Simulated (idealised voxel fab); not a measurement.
process module | voxel tone inversion
cross-section cut | 215 nm wide | cells 5 nm
A cross-section is a grid of square cells, given in bands from the top down. A band is one or more rows of cells.
Each band's line starts with the height of the band's top and of its bottom, in nm. Then come its materials from left to right, each with its width in nm. One material with "throughout" fills the band from edge to edge. "air" is empty space.
Height 0 is the level under which the wafer as received is all one material. The lowest band goes on downwards, as in "0 down".
A width such as "30 to 40" changes by the same amount from each row of cells to the next, from the band's top row to its bottom row.
"no change" after a step means that no cell of the cross-section changed.
closed voids: empty space of 8 cells or more with no open way to the top, each as width x height at its distance from the left edge, in nm
after a step's settings: what the simulator itself notes on the step
overlay nm, on a step with a mask: how far to the right of its planned place the mask lay; to the left if negative
plan
1 op RECEIVE | material Si
2 op CONFORMAL_DEP | material SiCN | thk nm 5
3 op DIRECTIONAL_DEP | material polySi | thk nm 25
4 op PATTERN | tone cover | mask id POSTS | material resist | width nm 20 | pitch nm 45 | thk nm 35 | overlay nm 0
5 op DIRECTIONAL_ETCH | etch materials polySi | depth nm 25
6 op STRIP | etch materials resist
7 op FILL_DEP | material SiO2 | thk nm 10
8 op CMP | height nm 30
9 op STRIP | etch materials polySi
first wafer, as planned
as received, after step 1
  0 down: Si throughout
  closed voids: none
after step 2
  5 to 0: SiCN throughout
  below 0: unchanged
after step 3
  30 to 5: polySi throughout
  below 5: unchanged
after step 4
  65 to 30: air 75 | resist 20 | air 25 | resist 20 | air 75
  below 30: unchanged
after step 5
  65 to 30: air 75 | resist 20 | air 25 | resist 20 | air 75
  30 to 5: air 75 | polySi 20 | air 25 | polySi 20 | air 75
  below 5: unchanged
after step 6
  30 to 5: air 75 | polySi 20 | air 25 | polySi 20 | air 75
  below 5: unchanged
after step 7
  40 to 30: SiO2 throughout
  30 to 5: SiO2 75 | polySi 20 | SiO2 25 | polySi 20 | SiO2 75
  below 5: unchanged
after step 8
  30 to 5: SiO2 75 | polySi 20 | SiO2 25 | polySi 20 | SiO2 75
  below 5: unchanged
after step 9
  30 to 5: SiO2 75 | air 20 | SiO2 25 | air 20 | SiO2 75
  below 5: unchanged
second wafer: like start, like plan, one mistake. Through step 3 it matches the first wafer
when step 4 should have ended
  65 to 30: air 70 | resist 30 | air 15 | resist 30 | air 70
  below 30: unchanged
when step 5 should have ended
  65 to 30: air 70 | resist 30 | air 15 | resist 30 | air 70
  30 to 5: air 70 | polySi 30 | air 15 | polySi 30 | air 70
  below 5: unchanged
when step 6 should have ended
  30 to 5: air 70 | polySi 30 | air 15 | polySi 30 | air 70
  below 5: unchanged
when step 7 should have ended
  40 to 30: SiO2 throughout
  30 to 5: SiO2 70 | polySi 30 | SiO2 15 | polySi 30 | SiO2 70
  below 5: unchanged
when step 8 should have ended
  30 to 5: SiO2 70 | polySi 30 | SiO2 15 | polySi 30 | SiO2 70
  below 5: unchanged
when step 9 should have ended
  30 to 5: SiO2 70 | air 30 | SiO2 15 | air 30 | SiO2 70
  below 5: unchanged
what went wrong: step 4 ran as: op PATTERN | tone cover | mask id POSTS | material resist | width nm 30 | pitch nm 45 | thk nm 35 | overlay nm 0
at the end the second wafer has, in cells: 20 fewer of SiO2
